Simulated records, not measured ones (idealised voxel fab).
The process module that follows is named voxel wiring stack.
The width of the displayed cross-section, cut, is 150 nm; its cells are square, with a size of 5 nm.
If you're reading a cross-section in this doc, picture square cells in a grid; it comes to you as bands, top ones listed first down to the bottom, and a band can be one or more rows of cells. Quick guide to a band line: top height, bottom height (nm) up front; then every material left to right with its width in nm. Only one material and it's marked "everywhere"? Then it fills the band edge to edge. And "air" just means empty space. Where do heights start? At 0: under that level the wafer as delivered is made of one material only. And the lowest band has no floor; it just carries on downward, as in "0 and below". A width given as "30->40" starts at the first number in the band's top row and ends at the second number in its bottom row, shifting by an equal amount at every step from row to row. "changes: none" for a step: no cell of the cross-section changed in that step. The label "Enclosed void catalog" introduces a list of the empty spaces, 8 cells or larger, that have no open way up to the top; each entry in it reads width x height at distance, where the distance is taken from the left edge and all three are stated in nm. Post-settings text on a step line: simulator's own remark regarding the step. What "overlay nm" on a step's line means: if the step has a mask, that mask lay this far to the right of its planned place, or, when the value is negative, to the left.
So here's the lineup of process steps we planned:
| 1 | RECEIVE with material Si |
| 2 | CONFORMAL_DEP with material SiO2, thk nm 15 |
| 3 | DIRECTIONAL_DEP with material TiN, thk nm 5 |
| 4 | DIRECTIONAL_DEP with material Ru, thk nm 15 |
| 5 | MASKED_ETCH with tone cover, mask id METAL_1, width nm 25, pitch nm 45, etch materials Ru, depth nm 15, overlay nm 0 |
| 6 | MASKED_ETCH with tone cover, mask id METAL_1, width nm 25, pitch nm 45, etch materials TiN, depth nm 5, overlay nm 0 |
| 7 | CONFORMAL_DEP with material SiN, thk nm 5 |
| 8 | FILL_DEP with material lowk, thk nm 5 |
| 9 | CMP with height nm 35 |
| 10 | CONFORMAL_DEP with material SiCN, thk nm 5 |
| 11 | DIRECTIONAL_DEP with material SiO2, thk nm 15 |
| 12 | MASKED_ETCH with tone open, mask id PLUG_1, width nm 15, pitch nm 90, etch materials SiO2, depth nm 15, overlay nm 0 |
| 13 | MASKED_ETCH with tone open, mask id PLUG_1, width nm 15, pitch nm 90, etch materials SiCN, depth nm 5, overlay nm 0 |
| 14 | CONFORMAL_DEP with material TiN, thk nm 5 |
| 15 | FILL_DEP with material Cu, thk nm 10 |
| 16 | CMP with height nm 55 |
| 17 | CONFORMAL_DEP with material SiCN, thk nm 5 |
| 18 | DIRECTIONAL_DEP with material lowk, thk nm 15 |
| 19 | DIRECTIONAL_DEP with material aC, thk nm 5 |
| 20 | PATTERN with tone open, mask id METAL_2, material resist, width nm 25, pitch nm 45, thk nm 30, overlay nm 0 |
| 21 | DIRECTIONAL_ETCH with etch materials aC, depth nm 15 |
| 22 | STRIP with etch materials resist |
| 23 | DIRECTIONAL_ETCH with etch materials lowk, depth nm 15 |
| 24 | DIRECTIONAL_ETCH with etch materials SiCN, depth nm 5 |
| 25 | STRIP with etch materials aC |
| 26 | CONFORMAL_DEP with material TiN, thk nm 5 |
| 27 | FILL_DEP with material Ru, thk nm 10 |
| 28 | CMP with height nm 75 |
| 29 | CONFORMAL_DEP with material SiCN, thk nm 5 |
| 30 | DIRECTIONAL_DEP with material SiO2, thk nm 35 |
| 31 | MASKED_ETCH with tone open, mask id METAL_3_HOLES, width nm 15, pitch nm 45, etch materials SiO2, depth nm 35, overlay nm 0 |
| 32 | PATTERN with tone open, mask id METAL_3, material resist, width nm 25, pitch nm 45, thk nm 15, overlay nm 0 |
| 33 | DIRECTIONAL_ETCH with etch materials SiO2, depth nm 20 |
| 34 | DIRECTIONAL_ETCH with etch materials SiCN, depth nm 5 |
| 35 | STRIP with etch materials resist |
| 36 | CONFORMAL_DEP with material TiN, thk nm 5 |
| 37 | FILL_DEP with material Cu, thk nm 5 |
| 38 | CMP with height nm 115 |
| 39 | CONFORMAL_DEP with material SiN, thk nm 5 |
Heads up: all these wafers start the same, and what changes between them is the thk nm in step 19. The value you see in the plan is just what the first wafer got.
First of several wafers, received after step 1, in cross-section:
	0 and below | Si everywhere
	Enclosed void catalog: none
Module end state after final step 39: cross-section of the first of several wafers:
	120 down to 115 | SiN everywhere
	115 down to 100 | 15 of SiO2, 5 of TiN, 15 of Cu, 5 of TiN, 20 of SiO2, 5 of TiN, 15 of Cu, 5 of TiN, 20 of SiO2, 5 of TiN, 15 of Cu, 5 of TiN, 20 of SiO2
	100 down to 95 | 15 of SiO2, 5 of TiN, 5 of Cu, 15 of TiN, 20 of SiO2, 5 of TiN, 5 of Cu, 15 of TiN, 20 of SiO2, 5 of TiN, 5 of Cu, 15 of TiN, 20 of SiO2
	95 down to 80 | 15 of SiO2, 5 of TiN, 5 of Cu, 5 of TiN, 30 of SiO2, 5 of TiN, 5 of Cu, 5 of TiN, 30 of SiO2, 5 of TiN, 5 of Cu, 5 of TiN, 30 of SiO2
	80 down to 75 | 15 of SiCN, 15 of TiN, 30 of SiCN, 15 of TiN, 30 of SiCN, 15 of TiN, 30 of SiCN
	75 down to 60 | 15 of lowk, 5 of TiN, 15 of Ru, 5 of TiN, 20 of lowk, 5 of TiN, 15 of Ru, 5 of TiN, 20 of lowk, 5 of TiN, 15 of Ru, 5 of TiN, 20 of lowk
	60 down to 55 | 15 of SiCN, 25 of TiN, 20 of SiCN, 25 of TiN, 20 of SiCN, 25 of TiN, 20 of SiCN
	55 down to 40 | 15 of SiO2, 5 of TiN, 5 of Cu, 5 of TiN, 75 of SiO2, 5 of TiN, 5 of Cu, 5 of TiN, 30 of SiO2
	40 down to 35 | 15 of SiCN, 15 of TiN, 75 of SiCN, 15 of TiN, 30 of SiCN
	35 down to 20 | 10 of lowk, 5 of SiN, 25 of Ru, 5 of SiN, 10 of lowk, 5 of SiN, 25 of Ru, 5 of SiN, 10 of lowk, 5 of SiN, 25 of Ru, 5 of SiN, 15 of lowk
	20 down to 15 | 15 of SiN, 25 of TiN, 20 of SiN, 25 of TiN, 20 of SiN, 25 of TiN, 20 of SiN
	15 down to 0 | SiO2 everywhere
	0 and below | Si everywhere
	Enclosed void catalog: none
Last-wafer cross-section at the end of the module:
	120 down to 115 | SiN everywhere
	115 down to 100 | 15 of SiO2, 5 of TiN, 15 of Cu, 5 of TiN, 20 of SiO2, 5 of TiN, 15 of Cu, 5 of TiN, 20 of SiO2, 5 of TiN, 15 of Cu, 5 of TiN, 20 of SiO2
	100 down to 95 | 15 of SiO2, 5 of TiN, 5 of Cu, 15 of TiN, 20 of SiO2, 5 of TiN, 5 of Cu, 15 of TiN, 20 of SiO2, 5 of TiN, 5 of Cu, 15 of TiN, 20 of SiO2
	95 down to 80 | 15 of SiO2, 5 of TiN, 5 of Cu, 5 of TiN, 30 of SiO2, 5 of TiN, 5 of Cu, 5 of TiN, 30 of SiO2, 5 of TiN, 5 of Cu, 5 of TiN, 30 of SiO2
	80 down to 75 | 15 of SiCN, 15 of TiN, 30 of SiCN, 15 of TiN, 30 of SiCN, 15 of TiN, 30 of SiCN
	75 down to 60 | lowk everywhere
	60 down to 55 | SiCN everywhere
	55 down to 40 | 15 of SiO2, 5 of TiN, 5 of Cu, 5 of TiN, 75 of SiO2, 5 of TiN, 5 of Cu, 5 of TiN, 30 of SiO2
	40 down to 35 | 15 of SiCN, 15 of TiN, 75 of SiCN, 15 of TiN, 30 of SiCN
	35 down to 20 | 10 of lowk, 5 of SiN, 25 of Ru, 5 of SiN, 10 of lowk, 5 of SiN, 25 of Ru, 5 of SiN, 10 of lowk, 5 of SiN, 25 of Ru, 5 of SiN, 15 of lowk
	20 down to 15 | 15 of SiN, 25 of TiN, 20 of SiN, 25 of TiN, 20 of SiN, 25 of TiN, 20 of SiN
	15 down to 0 | SiO2 everywhere
	0 and below | Si everywhere
	Enclosed void catalog: none
Note: the following table is arranged by wafer, a row apiece. Each row reports the end-of-module state: per material, cells gained (+) or cells lost (-) compared with the wafer as received; closed voids follow:
thk nm 5, +45 Cu, +72 Ru, +60 SiCN, +63 SiN, +285 SiO2, +123 TiN, +72 lowk, Enclosed void catalog: none
thk nm 10, +45 Cu, +72 Ru, +60 SiCN, +63 SiN, +285 SiO2, +123 TiN, +72 lowk, Enclosed void catalog: none
thk nm 15, +45 Cu, +72 Ru, +60 SiCN, +63 SiN, +285 SiO2, +123 TiN, +72 lowk, Enclosed void catalog: none
thk nm 20, +45 Cu, +45 Ru, +75 SiCN, +63 SiN, +285 SiO2, +90 TiN, +117 lowk, Enclosed void catalog: none
thk nm 25, +45 Cu, +45 Ru, +75 SiCN, +63 SiN, +285 SiO2, +90 TiN, +117 lowk, Enclosed void catalog: none
thk nm 30, +45 Cu, +45 Ru, +75 SiCN, +63 SiN, +285 SiO2, +90 TiN, +117 lowk, Enclosed void catalog: none
